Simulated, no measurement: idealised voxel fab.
This section sets out a process module, namely voxel self aligned contacts.
Cross-section cut spans 290 nm and uses square cells 5 nm in size.
Cross-section = grid of square cells, listed top down in bands; band = one or more rows. Band: top and bottom heights (nm) first, top before bottom; then materials from left to right, widths in nm. "everywhere" marks a sole material filling the band edge to edge. "blank" denotes empty space. The level at which height equals 0 is the one under which the wafer, as it arrives, is entirely one material. No lower edge exists for the bottom band, which continues downward and is notated as in "z 0 and below". The width entry "30 to 40" should be interpreted row by row: the top row of cells in the band takes the first number, the bottom row takes the second number, and the change between adjacent rows is uniform throughout. Where a step carries "identical to before", the cross-section came out of it unchanged, cell for cell. Enclosed voids (no open way to top), threshold 8 cells or more, entry "Sealed internal voids", notation width x height at distance, distance from left edge, nm. The remark found on a step's line after its settings is issued by the simulator itself and pertains to that step. On any step carrying a mask, the "overlay nm" setting, if present on the step's line, tells how far right of its planned place the mask lay; negative values point to the left. Pairs follow: section before one process step, section after it down to the lowest changed band, step with settings underneath. Pairs may come from different runs of this module on the same starting wafer; continuity with the pair above only as stated in the "Before the process" entry.
-- Before the process
> z 0 and below = Si everywhere
> Sealed internal voids: none
-- Resulting Structure
> z 5 to 0 = SiO2 everywhere
> below 0: unchanged
> Sealed internal voids: none
Step taken after the before cross-section and before the after cross-section above: CONFORMAL_DEP (material SiO2; thk nm 5)
Before the process: This step starts from the configuration shown after the step in the pair immediately above.
-- Resulting Structure
> z 30 to 5 = polySi everywhere
> below 5: unchanged
> Sealed internal voids: none
Step taken after the before cross-section and before the after cross-section above: DIRECTIONAL_DEP (material polySi; thk nm 25)
Before the process: This step starts from the configuration shown after the step in the pair immediately above.
-- Resulting Structure
> z 50 to 30 = SiN everywhere
> below 30: unchanged
> Sealed internal voids: none
Step taken after the before cross-section and before the after cross-section above: DIRECTIONAL_DEP (material SiN; thk nm 20)
Before the process: This step starts from the configuration shown after the step in the pair immediately above.
-- Resulting Structure
> z 65 to 50 = aC everywhere
> below 50: unchanged
> Sealed internal voids: none
Step taken after the before cross-section and before the after cross-section above: DIRECTIONAL_DEP (material aC; thk nm 15)
Before the process: This step starts from the configuration shown after the step in the pair immediately above.
-- Resulting Structure
> z 95 to 65 = blank 55 nm  resist 30 nm  blank 45 nm  resist 30 nm  blank 45 nm  resist 30 nm  blank 55 nm
> below 65: unchanged
> Sealed internal voids: none
Step taken after the before cross-section and before the after cross-section above: PATTERN (tone cover; mask id GATE; material resist; width nm 30; pitch nm 75; thk nm 30; overlay nm 0)
Before the process: This step starts from the configuration shown after the step in the pair immediately above.
-- Resulting Structure
> z 80 to 65 = blank 55 nm  resist 30 nm  blank 45 nm  resist 30 nm  blank 45 nm  resist 30 nm  blank 55 nm
> z 65 to 50 = blank 55 nm  aC 30 nm  blank 45 nm  aC 30 nm  blank 45 nm  aC 30 nm  blank 55 nm
> below 50: unchanged
> Sealed internal voids: none
Step taken after the before cross-section and before the after cross-section above: DIRECTIONAL_ETCH (etch materials aC; depth nm 15)
Before the process: This step starts from the configuration shown after the step in the pair immediately above.
-- Resulting Structure
> z 65 to 50 = blank 55 nm  aC 30 nm  blank 45 nm  aC 30 nm  blank 45 nm  aC 30 nm  blank 55 nm
> below 50: unchanged
> Sealed internal voids: none
Step taken after the before cross-section and before the after cross-section above: STRIP (etch materials resist)
Before the process: This step starts from the configuration shown after the step in the pair immediately above.
-- Resulting Structure
> z 65 to 50 = blank 55 nm  aC 30 nm  blank 45 nm  aC 30 nm  blank 45 nm  aC 30 nm  blank 55 nm
> z 50 to 30 = blank 55 nm  SiN 30 nm  blank 45 nm  SiN 30 nm  blank 45 nm  SiN 30 nm  blank 55 nm
> below 30: unchanged
> Sealed internal voids: none
Step taken after the before cross-section and before the after cross-section above: DIRECTIONAL_ETCH (etch materials SiN; depth nm 20)
Before the process: This step starts from the configuration shown after the step in the pair immediately above.
-- Resulting Structure
> z 65 to 50 = blank 55 nm  aC 30 nm  blank 45 nm  aC 30 nm  blank 45 nm  aC 30 nm  blank 55 nm
> z 50 to 30 = blank 55 nm  SiN 30 nm  blank 45 nm  SiN 30 nm  blank 45 nm  SiN 30 nm  blank 55 nm
> z 30 to 5 = blank 55 nm  polySi 30 nm  blank 45 nm  polySi 30 nm  blank 45 nm  polySi 30 nm  blank 55 nm
> below 5: unchanged
> Sealed internal voids: none
Step taken after the before cross-section and before the after cross-section above: DIRECTIONAL_ETCH (etch materials polySi; depth nm 25)
Before the process: This step starts from the configuration shown after the step in the pair immediately above.
-- Resulting Structure
> z 50 to 30 = blank 55 nm  SiN 30 nm  blank 45 nm  SiN 30 nm  blank 45 nm  SiN 30 nm  blank 55 nm
> below 30: unchanged
> Sealed internal voids: none
Step taken after the before cross-section and before the after cross-section above: STRIP (etch materials aC)
Before the process: This step starts from the configuration shown after the step in the pair immediately above.
-- Resulting Structure
> z 60 to 30 = blank 45 nm  SiN 50 nm  blank 25 nm  SiN 50 nm  blank 25 nm  SiN 50 nm  blank 45 nm
> z 30 to 15 = blank 45 nm  SiN 10 nm  polySi 30 nm  SiN 10 nm  blank 25 nm  SiN 10 nm  polySi 30 nm  SiN 10 nm  blank 25 nm  SiN 10 nm  polySi 30 nm  SiN 10 nm  blank 45 nm
> z 15 to 5 = SiN 55 nm  polySi 30 nm  SiN 45 nm  polySi 30 nm  SiN 45 nm  polySi 30 nm  SiN 55 nm
> below 5: unchanged
> Sealed internal voids: none
Step taken after the before cross-section and before the after cross-section above: CONFORMAL_DEP (material SiN; thk nm 10)
Before the process: This step starts from the configuration shown after the step in the pair immediately above.
-- Resulting Structure
> z 50 to 30 = blank 45 nm  SiN 50 nm  blank 25 nm  SiN 50 nm  blank 25 nm  SiN 50 nm  blank 45 nm
> z 30 to 5 = blank 45 nm  SiN 10 nm  polySi 30 nm  SiN 10 nm  blank 25 nm  SiN 10 nm  polySi 30 nm  SiN 10 nm  blank 25 nm  SiN 10 nm  polySi 30 nm  SiN 10 nm  blank 45 nm
> below 5: unchanged
> Sealed internal voids: none
Step taken after the before cross-section and before the after cross-section above: DIRECTIONAL_ETCH (etch materials SiN; depth nm 10)
Before the process: This step starts from the configuration shown after the step in the pair immediately above.
-- Resulting Structure
> z 60 to 50 = SiO2 everywhere
> z 50 to 30 = SiO2 45 nm  SiN 50 nm  SiO2 25 nm  SiN 50 nm  SiO2 25 nm  SiN 50 nm  SiO2 45 nm
> z 30 to 5 = SiO2 45 nm  SiN 10 nm  polySi 30 nm  SiN 10 nm  SiO2 25 nm  SiN 10 nm  polySi 30 nm  SiN 10 nm  SiO2 25 nm  SiN 10 nm  polySi 30 nm  SiN 10 nm  SiO2 45 nm
> below 5: unchanged
> Sealed internal voids: none
Step taken after the before cross-section and before the after cross-section above: FILL_DEP (material SiO2; thk nm 10)
Before the process: This step starts from the configuration shown after the step in the pair immediately above.
-- Resulting Structure
> z 55 to 50 = SiO2 everywhere
> below 50: unchanged
> Sealed internal voids: none
Step taken after the before cross-section and before the after cross-section above: CMP (height nm 55)
Before the process: This step starts from the configuration shown after the step in the pair immediately above.
-- Resulting Structure
> z 55 to 50 = SiO2 80 nm  blank 55 nm  SiO2 20 nm  blank 55 nm  SiO2 80 nm
> z 50 to 30 = SiO2 45 nm  SiN 50 nm  blank 25 nm  SiN 50 nm  blank 25 nm  SiN 50 nm  SiO2 45 nm
> z 30 to 5 = SiO2 45 nm  SiN 10 nm  polySi 30 nm  SiN 10 nm  blank 25 nm  SiN 10 nm  polySi 30 nm  SiN 10 nm  blank 25 nm  SiN 10 nm  polySi 30 nm  SiN 10 nm  SiO2 45 nm
> z 5 to 0 = SiO2 95 nm  blank 25 nm  SiO2 50 nm  blank 25 nm  SiO2 95 nm
> below 0: unchanged
> Sealed internal voids: none
Step taken after the before cross-section and before the after cross-section above: MASKED_ETCH (tone open; mask id CONTACT; width nm 55; pitch nm 75; etch materials SiO2; depth nm 55; overlay nm 0)
Before the process: This step starts from the configuration shown after the step in the pair immediately above.
-- Resulting Structure
> z 60 to 55 = TiN 85 nm  blank 45 nm  TiN 30 nm  blank 45 nm  TiN 85 nm
> z 55 to 50 = SiO2 80 nm  TiN 20 nm  blank 15 nm  TiN 20 nm  SiO2 20 nm  TiN 20 nm  blank 15 nm  TiN 20 nm  SiO2 80 nm
> z 50 to 30 = SiO2 45 nm  SiN 50 nm  TiN 5 nm  blank 15 nm  TiN 5 nm  SiN 50 nm  TiN 5 nm  blank 15 nm  TiN 5 nm  SiN 50 nm  SiO2 45 nm
> z 30 to 5 = SiO2 45 nm  SiN 10 nm  polySi 30 nm  SiN 10 nm  TiN 5 nm  blank 15 nm  TiN 5 nm  SiN 10 nm  polySi 30 nm  SiN 10 nm  TiN 5 nm  blank 15 nm  TiN 5 nm  SiN 10 nm  polySi 30 nm  SiN 10 nm  SiO2 45 nm
> z 5 to 0 = SiO2 95 nm  TiN 25 nm  SiO2 50 nm  TiN 25 nm  SiO2 95 nm
> below 0: unchanged
> Sealed internal voids: none
Step taken after the before cross-section and before the after cross-section above: CONFORMAL_DEP (material TiN; thk nm 5)
Before the process: This step starts from the configuration shown after the step in the pair immediately above.
-- Resulting Structure
> z 65 to 60 = W everywhere
> z 60 to 55 = TiN 85 nm  W 45 nm  TiN 30 nm  W 45 nm  TiN 85 nm
> z 55 to 50 = SiO2 80 nm  TiN 20 nm  W 15 nm  TiN 20 nm  SiO2 20 nm  TiN 20 nm  W 15 nm  TiN 20 nm  SiO2 80 nm
> z 50 to 30 = SiO2 45 nm  SiN 50 nm  TiN 5 nm  W 15 nm  TiN 5 nm  SiN 50 nm  TiN 5 nm  W 15 nm  TiN 5 nm  SiN 50 nm  SiO2 45 nm
> z 30 to 5 = SiO2 45 nm  SiN 10 nm  polySi 30 nm  SiN 10 nm  TiN 5 nm  W 15 nm  TiN 5 nm  SiN 10 nm  polySi 30 nm  SiN 10 nm  TiN 5 nm  W 15 nm  TiN 5 nm  SiN 10 nm  polySi 30 nm  SiN 10 nm  SiO2 45 nm
> below 5: unchanged
> Sealed internal voids: none
Step taken after the before cross-section and before the after cross-section above: FILL_DEP (material W; thk nm 5)
Before the process: This step starts from the configuration shown after the step in the pair immediately above.
-- Resulting Structure
> z 55 to 50 = SiO2 80 nm  TiN 20 nm  W 15 nm  TiN 20 nm  SiO2 20 nm  TiN 20 nm  W 15 nm  TiN 20 nm  SiO2 80 nm
> below 50: unchanged
> Sealed internal voids: none
Step taken after the before cross-section and before the after cross-section above: CMP (height nm 55)
Before the process: This step starts from the configuration shown after the step in the pair immediately above.
-- Resulting Structure
> z 60 to 55 = SiN everywhere
> below 55: unchanged
> Sealed internal voids: none
Step taken after the before cross-section and before the after cross-section above: CONFORMAL_DEP (material SiN; thk nm 5)
-- Before the process
> z 0 and below = Si everywhere
> Sealed internal voids: none
-- Resulting Structure
> z 25 to 0 = polySi everywhere
> below 0: unchanged
> Sealed internal voids: none
Step taken after the before cross-section and before the after cross-section above: DIRECTIONAL_DEP (material polySi; thk nm 25)
Before the process: This step starts from the configuration shown after the step in the pair immediately above.
-- Resulting Structure
> z 45 to 25 = SiN everywhere
> below 25: unchanged
> Sealed internal voids: none
Step taken after the before cross-section and before the after cross-section above: DIRECTIONAL_DEP (material SiN; thk nm 20)
Before the process: This step starts from the configuration shown after the step in the pair immediately above.
-- Resulting Structure
> z 60 to 45 = aC everywhere
> below 45: unchanged
> Sealed internal voids: none
Step taken after the before cross-section and before the after cross-section above: DIRECTIONAL_DEP (material aC; thk nm 15)
Before the process: This step starts from the configuration shown after the step in the pair immediately above.
-- Resulting Structure
> z 90 to 60 = blank 55 nm  resist 30 nm  blank 45 nm  resist 30 nm  blank 45 nm  resist 30 nm  blank 55 nm
> below 60: unchanged
> Sealed internal voids: none
Step taken after the before cross-section and before the after cross-section above: PATTERN (tone cover; mask id GATE; material resist; width nm 30; pitch nm 75; thk nm 30; overlay nm 0)
Before the process: This step starts from the configuration shown after the step in the pair immediately above.
-- Resulting Structure
> z 75 to 60 = blank 55 nm  resist 30 nm  blank 45 nm  resist 30 nm  blank 45 nm  resist 30 nm  blank 55 nm
> z 60 to 45 = blank 55 nm  aC 30 nm  blank 45 nm  aC 30 nm  blank 45 nm  aC 30 nm  blank 55 nm
> below 45: unchanged
> Sealed internal voids: none
Step taken after the before cross-section and before the after cross-section above: DIRECTIONAL_ETCH (etch materials aC; depth nm 15)
Before the process: This step starts from the configuration shown after the step in the pair immediately above.
-- Resulting Structure
> z 60 to 45 = blank 55 nm  aC 30 nm  blank 45 nm  aC 30 nm  blank 45 nm  aC 30 nm  blank 55 nm
> below 45: unchanged
> Sealed internal voids: none
Step taken after the before cross-section and before the after cross-section above: STRIP (etch materials resist)
Before the process: This step starts from the configuration shown after the step in the pair immediately above.
-- Resulting Structure
> z 60 to 45 = blank 55 nm  aC 30 nm  blank 45 nm  aC 30 nm  blank 45 nm  aC 30 nm  blank 55 nm
> z 45 to 25 = blank 55 nm  SiN 30 nm  blank 45 nm  SiN 30 nm  blank 45 nm  SiN 30 nm  blank 55 nm
> below 25: unchanged
> Sealed internal voids: none
Step taken after the before cross-section and before the after cross-section above: DIRECTIONAL_ETCH (etch materials SiN; depth nm 20)
Before the process: This step starts from the configuration shown after the step in the pair immediately above.
-- Resulting Structure
> z 60 to 45 = blank 55 nm  aC 30 nm  blank 45 nm  aC 30 nm  blank 45 nm  aC 30 nm  blank 55 nm
> z 45 to 25 = blank 55 nm  SiN 30 nm  blank 45 nm  SiN 30 nm  blank 45 nm  SiN 30 nm  blank 55 nm
> z 25 to 0 = blank 55 nm  polySi 30 nm  blank 45 nm  polySi 30 nm  blank 45 nm  polySi 30 nm  blank 55 nm
> below 0: unchanged
> Sealed internal voids: none
Step taken after the before cross-section and before the after cross-section above: DIRECTIONAL_ETCH (etch materials polySi; depth nm 25)
Before the process: This step starts from the configuration shown after the step in the pair immediately above.
-- Resulting Structure
> z 45 to 25 = blank 55 nm  SiN 30 nm  blank 45 nm  SiN 30 nm  blank 45 nm  SiN 30 nm  blank 55 nm
> below 25: unchanged
> Sealed internal voids: none
Step taken after the before cross-section and before the after cross-section above: STRIP (etch materials aC)
Before the process: This step starts from the configuration shown after the step in the pair immediately above.
-- Resulting Structure
> z 55 to 25 = blank 45 nm  SiN 50 nm  blank 25 nm  SiN 50 nm  blank 25 nm  SiN 50 nm  blank 45 nm
> z 25 to 10 = blank 45 nm  SiN 10 nm  polySi 30 nm  SiN 10 nm  blank 25 nm  SiN 10 nm  polySi 30 nm  SiN 10 nm  blank 25 nm  SiN 10 nm  polySi 30 nm  SiN 10 nm  blank 45 nm
> z 10 to 0 = SiN 55 nm  polySi 30 nm  SiN 45 nm  polySi 30 nm  SiN 45 nm  polySi 30 nm  SiN 55 nm
> below 0: unchanged
> Sealed internal voids: none
Step taken after the before cross-section and before the after cross-section above: CONFORMAL_DEP (material SiN; thk nm 10)
Before the process: This step starts from the configuration shown after the step in the pair immediately above.
-- Resulting Structure
> z 45 to 25 = blank 45 nm  SiN 50 nm  blank 25 nm  SiN 50 nm  blank 25 nm  SiN 50 nm  blank 45 nm
> z 25 to 0 = blank 45 nm  SiN 10 nm  polySi 30 nm  SiN 10 nm  blank 25 nm  SiN 10 nm  polySi 30 nm  SiN 10 nm  blank 25 nm  SiN 10 nm  polySi 30 nm  SiN 10 nm  blank 45 nm
> below 0: unchanged
> Sealed internal voids: none
Step taken after the before cross-section and before the after cross-section above: DIRECTIONAL_ETCH (etch materials SiN; depth nm 10)
Before the process: This step starts from the configuration shown after the step in the pair immediately above.
-- Resulting Structure
> z 55 to 45 = SiO2 everywhere
> z 45 to 25 = SiO2 45 nm  SiN 50 nm  SiO2 25 nm  SiN 50 nm  SiO2 25 nm  SiN 50 nm  SiO2 45 nm
> z 25 to 0 = SiO2 45 nm  SiN 10 nm  polySi 30 nm  SiN 10 nm  SiO2 25 nm  SiN 10 nm  polySi 30 nm  SiN 10 nm  SiO2 25 nm  SiN 10 nm  polySi 30 nm  SiN 10 nm  SiO2 45 nm
> below 0: unchanged
> Sealed internal voids: none
Step taken after the before cross-section and before the after cross-section above: FILL_DEP (material SiO2; thk nm 10)
Before the process: This step starts from the configuration shown after the step in the pair immediately above.
-- Resulting Structure
> z 55 to 45 = SiO2 80 nm  blank 55 nm  SiO2 20 nm  blank 55 nm  SiO2 80 nm
> z 45 to 25 = SiO2 45 nm  SiN 50 nm  blank 25 nm  SiN 50 nm  blank 25 nm  SiN 50 nm  SiO2 45 nm
> z 25 to 0 = SiO2 45 nm  SiN 10 nm  polySi 30 nm  SiN 10 nm  blank 25 nm  SiN 10 nm  polySi 30 nm  SiN 10 nm  blank 25 nm  SiN 10 nm  polySi 30 nm  SiN 10 nm  SiO2 45 nm
> below 0: unchanged
> Sealed internal voids: none
Step taken after the before cross-section and before the after cross-section above: MASKED_ETCH (tone open; mask id CONTACT; width nm 55; pitch nm 75; etch materials SiO2; depth nm 55; overlay nm 0)
Before the process: This step starts from the configuration shown after the step in the pair immediately above.
-- Resulting Structure
> z 60 to 55 = TiN 85 nm  blank 45 nm  TiN 30 nm  blank 45 nm  TiN 85 nm
> z 55 to 45 = SiO2 80 nm  TiN 5 to 20 nm  blank 45 to 15 nm  TiN 5 to 20 nm  SiO2 20 nm  TiN 5 to 20 nm  blank 45 to 15 nm  TiN 5 to 20 nm  SiO2 80 nm
> z 45 to 25 = SiO2 45 nm  SiN 50 nm  TiN 5 nm  blank 15 nm  TiN 5 nm  SiN 50 nm  TiN 5 nm  blank 15 nm  TiN 5 nm  SiN 50 nm  SiO2 45 nm
> z 25 to 5 = SiO2 45 nm  SiN 10 nm  polySi 30 nm  SiN 10 nm  TiN 5 nm  blank 15 nm  TiN 5 nm  SiN 10 nm  polySi 30 nm  SiN 10 nm  TiN 5 nm  blank 15 nm  TiN 5 nm  SiN 10 nm  polySi 30 nm  SiN 10 nm  SiO2 45 nm
> z 5 to 0 = SiO2 45 nm  SiN 10 nm  polySi 30 nm  SiN 10 nm  TiN 25 nm  SiN 10 nm  polySi 30 nm  SiN 10 nm  TiN 25 nm  SiN 10 nm  polySi 30 nm  SiN 10 nm  SiO2 45 nm
> below 0: unchanged
> Sealed internal voids: none
Step taken after the before cross-section and before the after cross-section above: CONFORMAL_DEP (material TiN; thk nm 5)
Before the process: This step starts from the configuration shown after the step in the pair immediately above.
-- Resulting Structure
> z 65 to 60 = W everywhere
> z 60 to 55 = TiN 85 nm  W 45 nm  TiN 30 nm  W 45 nm  TiN 85 nm
> z 55 to 45 = SiO2 80 nm  TiN 5 to 20 nm  W 45 to 15 nm  TiN 5 to 20 nm  SiO2 20 nm  TiN 5 to 20 nm  W 45 to 15 nm  TiN 5 to 20 nm  SiO2 80 nm
> z 45 to 25 = SiO2 45 nm  SiN 50 nm  TiN 5 nm  W 15 nm  TiN 5 nm  SiN 50 nm  TiN 5 nm  W 15 nm  TiN 5 nm  SiN 50 nm  SiO2 45 nm
> z 25 to 5 = SiO2 45 nm  SiN 10 nm  polySi 30 nm  SiN 10 nm  TiN 5 nm  W 15 nm  TiN 5 nm  SiN 10 nm  polySi 30 nm  SiN 10 nm  TiN 5 nm  W 15 nm  TiN 5 nm  SiN 10 nm  polySi 30 nm  SiN 10 nm  SiO2 45 nm
> below 5: unchanged
> Sealed internal voids: none
Step taken after the before cross-section and before the after cross-section above: FILL_DEP (material W; thk nm 5)
Before the process: This step starts from the configuration shown after the step in the pair immediately above.
-- Resulting Structure
> z 55 to 45 = SiO2 80 nm  TiN 5 to 20 nm  W 45 to 15 nm  TiN 5 to 20 nm  SiO2 20 nm  TiN 5 to 20 nm  W 45 to 15 nm  TiN 5 to 20 nm  SiO2 80 nm
> below 45: unchanged
> Sealed internal voids: none
Step taken after the before cross-section and before the after cross-section above: CMP (height nm 55)
Before the process: This step starts from the configuration shown after the step in the pair immediately above.
-- Resulting Structure
> z 60 to 55 = SiN everywhere
> below 55: unchanged
> Sealed internal voids: none
Step taken after the before cross-section and before the after cross-section above: CONFORMAL_DEP (material SiN; thk nm 5)
-- Before the process
> z 30 to 5 = polySi everywhere
> z 5 to 0 = SiO2 everywhere
> z 0 and below = Si everywhere
> Sealed internal voids: none
-- Resulting Structure
> z 55 to 5 = polySi everywhere
> below 5: unchanged
> Sealed internal voids: none
Step taken after the before cross-section and before the after cross-section above: DIRECTIONAL_DEP (material polySi; thk nm 25)
Before the process: This step starts from the configuration shown after the step in the pair immediately above.
-- Resulting Structure
> z 75 to 55 = SiN everywhere
> below 55: unchanged
> Sealed internal voids: none
Step taken after the before cross-section and before the after cross-section above: DIRECTIONAL_DEP (material SiN; thk nm 20)
Before the process: This step starts from the configuration shown after the step in the pair immediately above.
-- Resulting Structure
> z 90 to 75 = aC everywhere
> below 75: unchanged
> Sealed internal voids: none
Step taken after the before cross-section and before the after cross-section above: DIRECTIONAL_DEP (material aC; thk nm 15)
Before the process: This step starts from the configuration shown after the step in the pair immediately above.
-- Resulting Structure
> z 120 to 90 = blank 55 nm  resist 30 nm  blank 45 nm  resist 30 nm  blank 45 nm  resist 30 nm  blank 55 nm
> below 90: unchanged
> Sealed internal voids: none
Step taken after the before cross-section and before the after cross-section above: PATTERN (tone cover; mask id GATE; material resist; width nm 30; pitch nm 75; thk nm 30; overlay nm 0)
Before the process: This step starts from the configuration shown after the step in the pair immediately above.
-- Resulting Structure
> z 105 to 90 = blank 55 nm  resist 30 nm  blank 45 nm  resist 30 nm  blank 45 nm  resist 30 nm  blank 55 nm
> z 90 to 75 = blank 55 nm  aC 30 nm  blank 45 nm  aC 30 nm  blank 45 nm  aC 30 nm  blank 55 nm
> below 75: unchanged
> Sealed internal voids: none
Step taken after the before cross-section and before the after cross-section above: DIRECTIONAL_ETCH (etch materials aC; depth nm 15)
Before the process: This step starts from the configuration shown after the step in the pair immediately above.
-- Resulting Structure
> z 90 to 75 = blank 55 nm  aC 30 nm  blank 45 nm  aC 30 nm  blank 45 nm  aC 30 nm  blank 55 nm
> below 75: unchanged
> Sealed internal voids: none
Step taken after the before cross-section and before the after cross-section above: STRIP (etch materials resist)
Before the process: This step starts from the configuration shown after the step in the pair immediately above.
-- Resulting Structure
> z 90 to 75 = blank 55 nm  aC 30 nm  blank 45 nm  aC 30 nm  blank 45 nm  aC 30 nm  blank 55 nm
> z 75 to 55 = blank 55 nm  SiN 30 nm  blank 45 nm  SiN 30 nm  blank 45 nm  SiN 30 nm  blank 55 nm
> below 55: unchanged
> Sealed internal voids: none
Step taken after the before cross-section and before the after cross-section above: DIRECTIONAL_ETCH (etch materials SiN; depth nm 20)
Before the process: This step starts from the configuration shown after the step in the pair immediately above.
-- Resulting Structure
> z 90 to 75 = blank 55 nm  aC 30 nm  blank 45 nm  aC 30 nm  blank 45 nm  aC 30 nm  blank 55 nm
> z 75 to 55 = blank 55 nm  SiN 30 nm  blank 45 nm  SiN 30 nm  blank 45 nm  SiN 30 nm  blank 55 nm
> z 55 to 30 = blank 55 nm  polySi 30 nm  blank 45 nm  polySi 30 nm  blank 45 nm  polySi 30 nm  blank 55 nm
> below 30: unchanged
> Sealed internal voids: none
Step taken after the before cross-section and before the after cross-section above: DIRECTIONAL_ETCH (etch materials polySi; depth nm 25)
Before the process: This step starts from the configuration shown after the step in the pair immediately above.
-- Resulting Structure
> z 75 to 55 = blank 55 nm  SiN 30 nm  blank 45 nm  SiN 30 nm  blank 45 nm  SiN 30 nm  blank 55 nm
> below 55: unchanged
> Sealed internal voids: none
Step taken after the before cross-section and before the after cross-section above: STRIP (etch materials aC)
Before the process: This step starts from the configuration shown after the step in the pair immediately above.
-- Resulting Structure
> z 85 to 55 = blank 45 nm  SiN 50 nm  blank 25 nm  SiN 50 nm  blank 25 nm  SiN 50 nm  blank 45 nm
> z 55 to 40 = blank 45 nm  SiN 10 nm  polySi 30 nm  SiN 10 nm  blank 25 nm  SiN 10 nm  polySi 30 nm  SiN 10 nm  blank 25 nm  SiN 10 nm  polySi 30 nm  SiN 10 nm  blank 45 nm
> z 40 to 30 = SiN 55 nm  polySi 30 nm  SiN 45 nm  polySi 30 nm  SiN 45 nm  polySi 30 nm  SiN 55 nm
> below 30: unchanged
> Sealed internal voids: none
Step taken after the before cross-section and before the after cross-section above: CONFORMAL_DEP (material SiN; thk nm 10)
Before the process: This step starts from the configuration shown after the step in the pair immediately above.
-- Resulting Structure
> z 75 to 55 = blank 45 nm  SiN 50 nm  blank 25 nm  SiN 50 nm  blank 25 nm  SiN 50 nm  blank 45 nm
> z 55 to 30 = blank 45 nm  SiN 10 nm  polySi 30 nm  SiN 10 nm  blank 25 nm  SiN 10 nm  polySi 30 nm  SiN 10 nm  blank 25 nm  SiN 10 nm  polySi 30 nm  SiN 10 nm  blank 45 nm
> below 30: unchanged
> Sealed internal voids: none
Step taken after the before cross-section and before the after cross-section above: DIRECTIONAL_ETCH (etch materials SiN; depth nm 10)
Before the process: This step starts from the configuration shown after the step in the pair immediately above.
-- Resulting Structure
> z 85 to 75 = SiO2 everywhere
> z 75 to 55 = SiO2 45 nm  SiN 50 nm  SiO2 25 nm  SiN 50 nm  SiO2 25 nm  SiN 50 nm  SiO2 45 nm
> z 55 to 30 = SiO2 45 nm  SiN 10 nm  polySi 30 nm  SiN 10 nm  SiO2 25 nm  SiN 10 nm  polySi 30 nm  SiN 10 nm  SiO2 25 nm  SiN 10 nm  polySi 30 nm  SiN 10 nm  SiO2 45 nm
> below 30: unchanged
> Sealed internal voids: none
Step taken after the before cross-section and before the after cross-section above: FILL_DEP (material SiO2; thk nm 10)
Before the process: This step starts from the configuration shown after the step in the pair immediately above.
-- Resulting Structure
> z 55 to 30 = SiO2 45 nm  SiN 10 nm  polySi 30 nm  SiN 10 nm  SiO2 25 nm  SiN 10 nm  polySi 30 nm  SiN 10 nm  SiO2 25 nm  SiN 10 nm  polySi 30 nm  SiN 10 nm  SiO2 45 nm
> below 30: unchanged
> Sealed internal voids: none
Step taken after the before cross-section and before the after cross-section above: CMP (height nm 55)
Before the process: This step starts from the configuration shown after the step in the pair immediately above.
-- Resulting Structure
> z 55 to 30 = SiO2 45 nm  SiN 10 nm  polySi 30 nm  SiN 10 nm  blank 25 nm  SiN 10 nm  polySi 30 nm  SiN 10 nm  blank 25 nm  SiN 10 nm  polySi 30 nm  SiN 10 nm  SiO2 45 nm
> below 30: unchanged
> Sealed internal voids: none
Step taken after the before cross-section and before the after cross-section above: MASKED_ETCH (tone open; mask id CONTACT; width nm 55; pitch nm 75; etch materials SiO2; depth nm 55; overlay nm 0)
Before the process: This step starts from the configuration shown after the step in the pair immediately above.
-- Resulting Structure
> z 60 to 55 = TiN 100 nm  blank 15 nm  TiN 60 nm  blank 15 nm  TiN 100 nm
> z 55 to 35 = SiO2 45 nm  SiN 10 nm  polySi 30 nm  SiN 10 nm  TiN 5 nm  blank 15 nm  TiN 5 nm  SiN 10 nm  polySi 30 nm  SiN 10 nm  TiN 5 nm  blank 15 nm  TiN 5 nm  SiN 10 nm  polySi 30 nm  SiN 10 nm  SiO2 45 nm
> z 35 to 30 = SiO2 45 nm  SiN 10 nm  polySi 30 nm  SiN 10 nm  TiN 25 nm  SiN 10 nm  polySi 30 nm  SiN 10 nm  TiN 25 nm  SiN 10 nm  polySi 30 nm  SiN 10 nm  SiO2 45 nm
> below 30: unchanged
> Sealed internal voids: none
Step taken after the before cross-section and before the after cross-section above: CONFORMAL_DEP (material TiN; thk nm 5)
Before the process: This step starts from the configuration shown after the step in the pair immediately above.
-- Resulting Structure
> z 65 to 60 = W everywhere
> z 60 to 55 = TiN 100 nm  W 15 nm  TiN 60 nm  W 15 nm  TiN 100 nm
> z 55 to 35 = SiO2 45 nm  SiN 10 nm  polySi 30 nm  SiN 10 nm  TiN 5 nm  W 15 nm  TiN 5 nm  SiN 10 nm  polySi 30 nm  SiN 10 nm  TiN 5 nm  W 15 nm  TiN 5 nm  SiN 10 nm  polySi 30 nm  SiN 10 nm  SiO2 45 nm
> below 35: unchanged
> Sealed internal voids: none
Step taken after the before cross-section and before the after cross-section above: FILL_DEP (material W; thk nm 5)
Before the process: This step starts from the configuration shown after the step in the pair immediately above.
-- Resulting Structure
> z 55 to 35 = SiO2 45 nm  SiN 10 nm  polySi 30 nm  SiN 10 nm  TiN 5 nm  W 15 nm  TiN 5 nm  SiN 10 nm  polySi 30 nm  SiN 10 nm  TiN 5 nm  W 15 nm  TiN 5 nm  SiN 10 nm  polySi 30 nm  SiN 10 nm  SiO2 45 nm
> below 35: unchanged
> Sealed internal voids: none
Step taken after the before cross-section and before the after cross-section above: CMP (height nm 55)
Before the process: This step starts from the configuration shown after the step in the pair immediately above.
-- Resulting Structure
> z 60 to 55 = SiN everywhere
> below 55: unchanged
> Sealed internal voids: none
Step taken after the before cross-section and before the after cross-section above: CONFORMAL_DEP (material SiN; thk nm 5)
-- Before the process
> z 5 to 0 = SiO2 everywhere
> z 0 and below = Si everywhere
> Sealed internal voids: none
-- Resulting Structure
> z 25 to 5 = SiN everywhere
> below 5: unchanged
> Sealed internal voids: none
Step taken after the before cross-section and before the after cross-section above: DIRECTIONAL_DEP (material SiN; thk nm 20)
Before the process: This step starts from the configuration shown after the step in the pair immediately above.
-- Resulting Structure
> z 50 to 25 = polySi everywhere
> below 25: unchanged
> Sealed internal voids: none
Step taken after the before cross-section and before the after cross-section above: DIRECTIONAL_DEP (material polySi; thk nm 25)
Before the process: This step starts from the configuration shown after the step in the pair immediately above.
-- Resulting Structure
> z 65 to 50 = aC everywhere
> below 50: unchanged
> Sealed internal voids: none
Step taken after the before cross-section and before the after cross-section above: DIRECTIONAL_DEP (material aC; thk nm 15)
Before the process: This step starts from the configuration shown after the step in the pair immediately above.
-- Resulting Structure
> z 95 to 65 = blank 55 nm  resist 30 nm  blank 45 nm  resist 30 nm  blank 45 nm  resist 30 nm  blank 55 nm
> below 65: unchanged
> Sealed internal voids: none
Step taken after the before cross-section and before the after cross-section above: PATTERN (tone cover; mask id GATE; material resist; width nm 30; pitch nm 75; thk nm 30; overlay nm 0)
